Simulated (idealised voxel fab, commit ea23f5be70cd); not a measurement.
The process module that follows is named voxel trench capacitor.
Section shown: cut. Width: 255 nm. Cell size: 5 nm, square.
If you're reading a cross-section in this doc, picture square cells in a grid; it comes to you as bands, top ones listed first down to the bottom, and a band can be one or more rows of cells.
Within each band entry, the heights of the top and of the bottom of the band appear first, in that order and in nm; the materials of the band then follow from left to right, each with its corresponding width in nm. The designation "all across" on a single material indicates that it fills the band from edge to edge; the designation "air" indicates empty space.
Height reference: 0 = level under which incoming wafer is all one material. Lowest band: no bottom, runs on downward, e.g. "0..down".
Quick explanation for "30 to 40": the width changes in equal steps down the rows of cells, from the first number in the band's top row to the second number in its bottom row.
The cross-section has no changed cell in any step marked "everything unchanged".
"Voids lacking openings": sealed empty spaces, 8 cells or more, no open way to top, listed width x height at distance, with distance from the left edge and width, height and distance in nm.
Read whatever lies past the settings on a step's line as the simulator's own remark about the step.
Among the settings permitted on a step's line is "overlay nm"; applied to a step with a mask, it specifies the extent to which the mask lay to the right of its planned position, whereas a negative figure signifies a position to the left.
So here's the lineup of process steps we planned:
1: RECEIVE (material Si)
2: CONFORMAL_DEP (material SiN; thk nm 5)
3: DIRECTIONAL_DEP (material aC; thk nm 15)
4: PATTERN (tone open; mask id TRENCH; material resist; width nm 20; pitch nm 45; thk nm 30; overlay nm 0)
5: DIRECTIONAL_ETCH (etch materials aC; depth nm 15)
6: STRIP (etch materials resist)
7: DIRECTIONAL_ETCH (etch materials SiN; depth nm 5)
8: DIRECTIONAL_ETCH (etch materials Si; depth nm 30)
9: STRIP (etch materials aC)
10: CONFORMAL_DEP (material Al2O3; thk nm 5)
11: FILL_DEP (material polySi; thk nm 5)
12: CMP (height nm 5)
Received-state cross-section, reflecting completion of step 1:
    0..down = Si all across
    Voids lacking openings: none
Sectioned view, first of two wafers, at the close of the module, processed as intended in the plan:
    5..0 = 95 nm SiN; 5 nm Al2O3; 10 nm polySi; 5 nm Al2O3; 25 nm SiN; 5 nm Al2O3; 10 nm polySi; 5 nm Al2O3; 95 nm SiN
    0..-25 = 95 nm Si; 5 nm Al2O3; 10 nm polySi; 5 nm Al2O3; 25 nm Si; 5 nm Al2O3; 10 nm polySi; 5 nm Al2O3; 95 nm Si
    -25..-30 = 95 nm Si; 20 nm Al2O3; 25 nm Si; 20 nm Al2O3; 95 nm Si
    -30..down = Si all across
    Voids lacking openings: none
Here is the second of the two wafers cut open at the end of the module - same start, same plan as the first one, but we made one mistake running it:
    5..0 = 95 nm SiN; 5 nm Al2O3; 10 nm SiN; 5 nm Al2O3; 25 nm SiN; 5 nm Al2O3; 10 nm SiN; 5 nm Al2O3; 95 nm SiN
    0..-25 = 95 nm Si; 5 nm Al2O3; 10 nm SiN; 5 nm Al2O3; 25 nm Si; 5 nm Al2O3; 10 nm SiN; 5 nm Al2O3; 95 nm Si
    -25..-30 = 95 nm Si; 20 nm Al2O3; 25 nm Si; 20 nm Al2O3; 95 nm Si
    -30..down = Si all across
    Voids lacking openings: none
What went wrong in running the wafer? off-plan run, step 11, actual operation and settings FILL_DEP (material SiN; thk nm 5)
End of process, cell counts, second wafer against first, materials with more or fewer: SiN +24 | polySi -24
